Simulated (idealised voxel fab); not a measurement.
process module | voxel transistor to metal
cross-section cut | 140 nm wide | cells 5 nm
A cross-section is a grid of square cells, given in bands from the top down. A band is one or more rows of cells.
Each band's line starts with the height of the band's top and of its bottom, in nm. Then come its materials from left to right, each with its width in nm. One material with "throughout" fills the band from edge to edge. "air" is empty space.
Height 0 is the level under which the wafer as received is all one material. The lowest band goes on downwards, as in "0 down".
A width such as "30 to 40" changes by the same amount from each row of cells to the next, from the band's top row to its bottom row.
"no change" after a step means that no cell of the cross-section changed.
closed voids: empty space of 8 cells or more with no open way to the top, each as width x height at its distance from the left edge, in nm
after a step's settings: what the simulator itself notes on the step
overlay nm, on a step with a mask: how far to the right of its planned place the mask lay; to the left if negative
plan
1 op RECEIVE | material Si
2 op OXIDIZE | depth nm 5
3 op CONFORMAL_DEP | material SiN | thk nm 10
4 op PATTERN | tone cover | mask id ACTIVE | material resist | width nm 105 | thk nm 15 | overlay nm 0
5 op DIRECTIONAL_ETCH | etch materials SiN | depth nm 10
6 op DIRECTIONAL_ETCH | etch materials SiO2 | depth nm 5
7 op DIRECTIONAL_ETCH | etch materials Si | depth nm 25
8 op STRIP | etch materials resist
9 op OXIDIZE | depth nm 5
10 op FILL_DEP | material SiO2 | thk nm 5
11 op CMP | height nm 10
12 op SELECTIVE_ETCH | etch materials SiO2 | depth nm 10
13 op STRIP | etch materials SiN
14 op SELECTIVE_ETCH | etch materials SiO2 | depth nm 5
15 op OXIDIZE | depth nm 5
16 op DIRECTIONAL_DEP | material polySi | thk nm 25
17 op DIRECTIONAL_DEP | material SiCN | thk nm 15
18 op PATTERN | tone cover | mask id GATE | material resist | width nm 15 | thk nm 20 | overlay nm 0
19 op DIRECTIONAL_ETCH | etch materials SiCN | depth nm 25
20 op DIRECTIONAL_ETCH | etch materials polySi | depth nm 35
21 op STRIP | etch materials resist
22 op CONFORMAL_DEP | material SiO2 | thk nm 5
23 op DIRECTIONAL_ETCH | etch materials SiO2 | depth nm 5
24 op CONFORMAL_DEP | material SiN | thk nm 5
25 op DIRECTIONAL_ETCH | etch materials SiN | depth nm 5
26 op DIRECTIONAL_ETCH | etch materials SiO2 | depth nm 5
27 op DIRECTIONAL_ETCH | etch materials Si | depth nm 10
28 op EPI | material SiGe | thk nm 10
29 op FILL_DEP | material SiO2 | thk nm 10
30 op CMP | height nm 35
31 op DIRECTIONAL_DEP | material SiO2 | thk nm 15
32 op MASKED_ETCH | tone open | mask id CONTACT | width nm 20 | pitch nm 75 | etch materials SiO2 | depth nm 60 | overlay nm 0
33 op CONFORMAL_DEP | material TiN | thk nm 5
34 op FILL_DEP | material W | thk nm 5
35 op CMP | height nm 50
36 op CONFORMAL_DEP | material SiN | thk nm 5
37 op DIRECTIONAL_DEP | material SiO2 | thk nm 25
38 op MASKED_ETCH | tone open | mask id METAL_1 | width nm 20 | pitch nm 75 | etch materials SiO2 | depth nm 25 | overlay nm 0
39 op MASKED_ETCH | tone open | mask id METAL_1 | width nm 20 | pitch nm 75 | etch materials SiN | depth nm 5 | overlay nm 0
40 op CONFORMAL_DEP | material TiN | thk nm 5
41 op FILL_DEP | material Cu | thk nm 10
42 op CMP | height nm 80
43 op CONFORMAL_DEP | material SiCN | thk nm 5
44 op DIRECTIONAL_DEP | material SiO2 | thk nm 35
45 op MASKED_ETCH | tone open | mask id METAL_2_HOLES | width nm 15 | pitch nm 75 | etch materials SiO2 | depth nm 35 | overlay nm 0
46 op DIRECTIONAL_DEP | material aC | thk nm 15
47 op PATTERN | tone open | mask id METAL_2 | material resist | width nm 20 | pitch nm 75 | thk nm 35 | overlay nm 0
48 op DIRECTIONAL_ETCH | etch materials aC | depth nm 15
49 op STRIP | etch materials resist
50 op DIRECTIONAL_ETCH | etch materials SiO2 | depth nm 20
51 op DIRECTIONAL_ETCH | etch materials SiCN | depth nm 5
52 op STRIP | etch materials aC
53 op CONFORMAL_DEP | material TiN | thk nm 5
54 op FILL_DEP | material Ru | thk nm 10
55 op CMP | height nm 120
56 op CONFORMAL_DEP | material SiN | thk nm 5
as received, after step 1
  0 down: Si throughout
  closed voids: none
first wafer at the end, as planned
  125 to 120: SiN throughout
  120 to 105: SiO2 20 | TiN 5 | Ru 10 | TiN 5 | SiO2 55 | TiN 5 | Ru 10 | TiN 5 | SiO2 25
  105 to 100: SiO2 20 | TiN 5 | Ru 5 | TiN 10 | SiO2 55 | TiN 5 | Ru 5 | TiN 10 | SiO2 25
  100 to 85: SiO2 20 | TiN 5 | Ru 5 | TiN 5 | SiO2 60 | TiN 5 | Ru 5 | TiN 5 | SiO2 30
  85 to 80: SiCN 20 | TiN 15 | SiCN 60 | TiN 15 | SiCN 30
  80 to 55: SiO2 20 | TiN 5 | Cu 10 | TiN 5 | SiO2 55 | TiN 5 | Cu 10 | TiN 5 | SiO2 25
  55 to 50: SiN 20 | TiN 20 | SiN 55 | TiN 20 | SiN 25
  50 to 35: SiO2 20 | TiN 5 | W 10 | TiN 5 | SiO2 55 | TiN 5 | W 10 | TiN 5 | SiO2 25
  35 to 20: SiO2 20 | TiN 5 | W 10 | TiN 5 | SiO2 10 | SiN 5 | SiO2 5 | SiCN 15 | SiO2 5 | SiN 5 | SiO2 10 | TiN 5 | W 10 | TiN 5 | SiO2 25
  20 to 0: SiO2 20 | TiN 5 | W 10 | TiN 5 | SiO2 10 | SiN 5 | SiO2 5 | polySi 15 | SiO2 5 | SiN 5 | SiO2 10 | TiN 5 | W 10 | TiN 5 | SiO2 25
  0 to -5: SiO2 20 | TiN 5 | W 10 | TiN 5 | SiGe 10 | SiN 5 | SiO2 5 | polySi 15 | SiO2 5 | SiN 5 | SiGe 10 | TiN 5 | W 10 | TiN 5 | SiO2 25
  -5 to -10: SiO2 20 | TiN 20 | SiGe 10 | SiO2 35 | SiGe 10 | TiN 20 | SiO2 25
  -10 to -20: SiO2 20 | SiGe 30 | Si 35 | SiGe 30 | SiO2 25
  -20 to -35: SiO2 20 | Si 95 | SiO2 25
  -35 down: Si throughout
  closed voids: none
second wafer at the end: like start, like plan, one mistake
  140 to 135: SiN throughout
  135 to 125: Ru throughout
  125 to 120: TiN 25 | Ru 10 | TiN 65 | Ru 10 | TiN 30
  120 to 105: SiO2 20 | TiN 5 | Ru 10 | TiN 5 | SiO2 55 | TiN 5 | Ru 10 | TiN 5 | SiO2 25
  105 to 100: SiO2 20 | TiN 5 | Ru 5 | TiN 10 | SiO2 55 | TiN 5 | Ru 5 | TiN 10 | SiO2 25
  100 to 85: SiO2 20 | TiN 5 | Ru 5 | TiN 5 | SiO2 60 | TiN 5 | Ru 5 | TiN 5 | SiO2 30
  85 to 80: SiCN 20 | TiN 15 | SiCN 60 | TiN 15 | SiCN 30
  80 to 55: SiO2 20 | TiN 5 | Cu 10 | TiN 5 | SiO2 55 | TiN 5 | Cu 10 | TiN 5 | SiO2 25
  55 to 50: SiN 20 | TiN 20 | SiN 55 | TiN 20 | SiN 25
  50 to 35: SiO2 20 | TiN 5 | W 10 | TiN 5 | SiO2 55 | TiN 5 | W 10 | TiN 5 | SiO2 25
  35 to 20: SiO2 20 | TiN 5 | W 10 | TiN 5 | SiO2 10 | SiN 5 | SiO2 5 | SiCN 15 | SiO2 5 | SiN 5 | SiO2 10 | TiN 5 | W 10 | TiN 5 | SiO2 25
  20 to 0: SiO2 20 | TiN 5 | W 10 | TiN 5 | SiO2 10 | SiN 5 | SiO2 5 | polySi 15 | SiO2 5 | SiN 5 | SiO2 10 | TiN 5 | W 10 | TiN 5 | SiO2 25
  0 to -5: SiO2 20 | TiN 5 | W 10 | TiN 5 | SiGe 10 | SiN 5 | SiO2 5 | polySi 15 | SiO2 5 | SiN 5 | SiGe 10 | TiN 5 | W 10 | TiN 5 | SiO2 25
  -5 to -10: SiO2 20 | TiN 20 | SiGe 10 | SiO2 35 | SiGe 10 | TiN 20 | SiO2 25
  -10 to -20: SiO2 20 | SiGe 30 | Si 35 | SiGe 30 | SiO2 25
  -20 to -35: SiO2 20 | Si 95 | SiO2 25
  -35 down: Si throughout
  closed voids: none
what went wrong: step 55 was left out
at the end the second wafer has, in cells: 60 more of Ru | 24 more of TiN
